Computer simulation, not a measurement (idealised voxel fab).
Module name: voxel gate over fins (process module)
Cross-section cut spans 230 nm and uses square cells 5 nm in size.
Throughout this document, each cross-section is represented as a grid of square cells and is presented as a sequence of bands enumerated from the top downward, where a band comprises one or more rows of cells. Top, bottom (nm), then materials left to right with widths (nm); lone material tagged "all across" fills the whole band edge to edge; "empty" = empty space. Convention: height 0 is the level below which the wafer, as received, is all one material. The lowest band does not terminate at the bottom but continues downward, represented as "0 -> down". It should be noted that a width expressed as "30..40" varies in equal increments from row to row of cells within the band, taking the value of the first number at the top row and that of the second number at the bottom row. Step marked "left unchanged"? Then no cell in the cross-section changed in it. Empty spaces counting at least 8 cells and having no open way to the top are listed in "Sealed void listing". The notation width x height at distance is used for each, the distance being from the left edge and all three values in nm. If you see something after the settings on a step's line, that's the simulator's own remark about that step. overlay nm: where the mask lay relative to plan, measured to the right, on steps with a mask; negatives go left.
Process steps (planned):
| 1 | RECEIVE with material Si |
| 2 | CONFORMAL_DEP with material SiN, thk nm 10 |
| 3 | MASKED_ETCH with tone cover, mask id FINS, width nm 15, pitch nm 40, etch materials SiN, depth nm 10, overlay nm 0 |
| 4 | MASKED_ETCH with tone cover, mask id FINS, width nm 15, pitch nm 40, etch materials Si, depth nm 30, overlay nm 0 |
| 5 | OXIDIZE with depth nm 5 |
| 6 | FILL_DEP with material SiO2, thk nm 5 |
| 7 | CMP with height nm 10 |
| 8 | SELECTIVE_ETCH with etch materials SiO2, depth nm 25 |
| 9 | STRIP with etch materials SiN |
| 10 | CONFORMAL_DEP with material HfO2, thk nm 5 |
| 11 | CONFORMAL_DEP with material TiN, thk nm 5 |
| 12 | FILL_DEP with material W, thk nm 10 |
| 13 | CMP with height nm 15 |
| 14 | CONFORMAL_DEP with material SiCN, thk nm 10 |
Cross-section of the wafer upon arrival, representing the state reached after step 1:
> 0 -> down  Si all across
> Sealed void listing: none
Wafer cross-section at module end: first of two, run to plan:
> 25 -> 15  SiCN all across
> 15 -> 10  W all across
> 10 -> 5  W 80 nm; TiN 25 nm; W 15 nm; TiN 25 nm; W 85 nm
> 5 -> 0  W 80 nm; TiN 5 nm; HfO2 15 nm; TiN 5 nm; W 15 nm; TiN 5 nm; HfO2 15 nm; TiN 5 nm; W 85 nm
> 0 -> -5  W 80 nm; TiN 5 nm; HfO2 5 nm; Si 5 nm; HfO2 5 nm; TiN 5 nm; W 15 nm; TiN 5 nm; HfO2 5 nm; Si 5 nm; HfO2 5 nm; TiN 5 nm; W 85 nm
> -5 -> -10  TiN 85 nm; HfO2 5 nm; Si 5 nm; HfO2 5 nm; TiN 25 nm; HfO2 5 nm; Si 5 nm; HfO2 5 nm; TiN 90 nm
> -10 -> -15  HfO2 90 nm; Si 5 nm; HfO2 35 nm; Si 5 nm; HfO2 95 nm
> -15 -> -35  SiO2 90 nm; Si 5 nm; SiO2 35 nm; Si 5 nm; SiO2 95 nm
> -35 -> down  Si all across
> Sealed void listing: none
Second wafer through the module, sectioned at the end: same beginning and same plan as the first wafer, with one mistake in carrying it out:
> 25 -> 15  SiCN all across
> 15 -> 5  W all across
> 5 -> 0  W 85 nm; TiN 15 nm; W 25 nm; TiN 15 nm; W 90 nm
> 0 -> -10  W 85 nm; TiN 5 nm; Si 5 nm; TiN 5 nm; W 25 nm; TiN 5 nm; Si 5 nm; TiN 5 nm; W 90 nm
> -10 -> -15  TiN 90 nm; Si 5 nm; TiN 35 nm; Si 5 nm; TiN 95 nm
> -15 -> -35  SiO2 90 nm; Si 5 nm; SiO2 35 nm; Si 5 nm; SiO2 95 nm
> -35 -> down  Si all across
> Sealed void listing: none
What was the processing mistake? step 10 of the plan was jumped over and never run
Wrapping up, a cell-based count of both wafers puts the second over or under the first for these materials: 58 fewer of HfO2, 58 more of W
